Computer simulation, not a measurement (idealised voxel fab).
The following is a process module called voxel self aligned contacts.
Cross-sectional view cut (width: 185 nm; square cell size: 5 nm).
A cross-section in this document is a grid of square cells, and it is written down as bands, the top band listed before the ones below it; a band is made up of one or more rows of cells. What a band's entry tells you: where the top is and where the bottom is, as heights in nm, and after that what lies inside, material by material from left to right, each with its width in nm. Empty space is written as the word "empty", and a single material marked with the word "everywhere" occupies the band from edge to edge. Heads up on the height convention: 0 is the point under which the incoming wafer is all one material, and the lowest band has no bottom, it just keeps going down, like "from 0 down". The width entry "30->40" should be interpreted row by row: the top row of cells in the band takes the first number, the bottom row takes the second number, and the change between adjacent rows is uniform throughout. Take "nothing different" at face value: in the step it is given for, the cross-section changed in none of its cells. This entry, "Enclosed void entries", enumerates those empty regions of no fewer than 8 cells that possess no open connection to the top. Each region is reported in the form width x height at distance, the distance being taken from the left edge, with all three quantities expressed in nm. Heads up: the bit after the settings on a step's line is the simulator's remark on that step. "overlay nm" on a masked step: distance the mask lay right of its planned place, negative for left.

The planned process steps are enumerated hereunder:
1: RECEIVE with material Si
2: CONFORMAL_DEP with material SiO2, thk nm 5
3: DIRECTIONAL_DEP with material polySi, thk nm 20
4: DIRECTIONAL_DEP with material SiN, thk nm 15
5: DIRECTIONAL_DEP with material aC, thk nm 10
6: PATTERN with tone cover, mask id GATE, material resist, width nm 30, pitch nm 65, thk nm 30, overlay nm 0
7: DIRECTIONAL_ETCH with etch materials aC, depth nm 10
8: STRIP with etch materials resist
9: DIRECTIONAL_ETCH with etch materials SiN, depth nm 15
10: DIRECTIONAL_ETCH with etch materials polySi, depth nm 20
11: STRIP with etch materials aC
12: CONFORMAL_DEP with material SiN, thk nm 5
13: DIRECTIONAL_ETCH with etch materials SiN, depth nm 5
14: FILL_DEP with material SiO2, thk nm 15
15: CMP with height nm 45
16: DIRECTIONAL_DEP with material aC, thk nm 15
17: PATTERN with tone open, mask id CONTACT, material resist, width nm 45, thk nm 30, overlay nm 0
18: DIRECTIONAL_ETCH with etch materials aC, depth nm 15
19: STRIP with etch materials resist
20: DIRECTIONAL_ETCH with etch materials SiO2, depth nm 45
21: STRIP with etch materials aC
22: CONFORMAL_DEP with material TiN, thk nm 5
23: FILL_DEP with material W, thk nm 10
24: CMP with height nm 45
25: CONFORMAL_DEP with material SiCN, thk nm 5

Shown in cross-section is the wafer as received, that is, as it stands after step 1:
from 0 down | Si everywhere
Enclosed void entries: none

Starting structure and process plan are as shown above, but one mistake was made in running the module; the wafer cross-section at the end of the module follows:
from 50 to 45 | SiCN everywhere
from 45 to 40 | SiO2 (70), then TiN (15), then W (15), then TiN (15), then SiO2 (70)
from 40 to 25 | SiO2 (40), then SiN (40), then TiN (5), then W (15), then TiN (5), then SiN (40), then SiO2 (40)
from 25 to 20 | SiO2 (80), then TiN (25), then SiO2 (80)
from 20 to 0 | polySi everywhere
from 0 down | Si everywhere
Enclosed void entries: none
Deviation from plan: transposition of steps 2 and 3 relative to the planned sequence
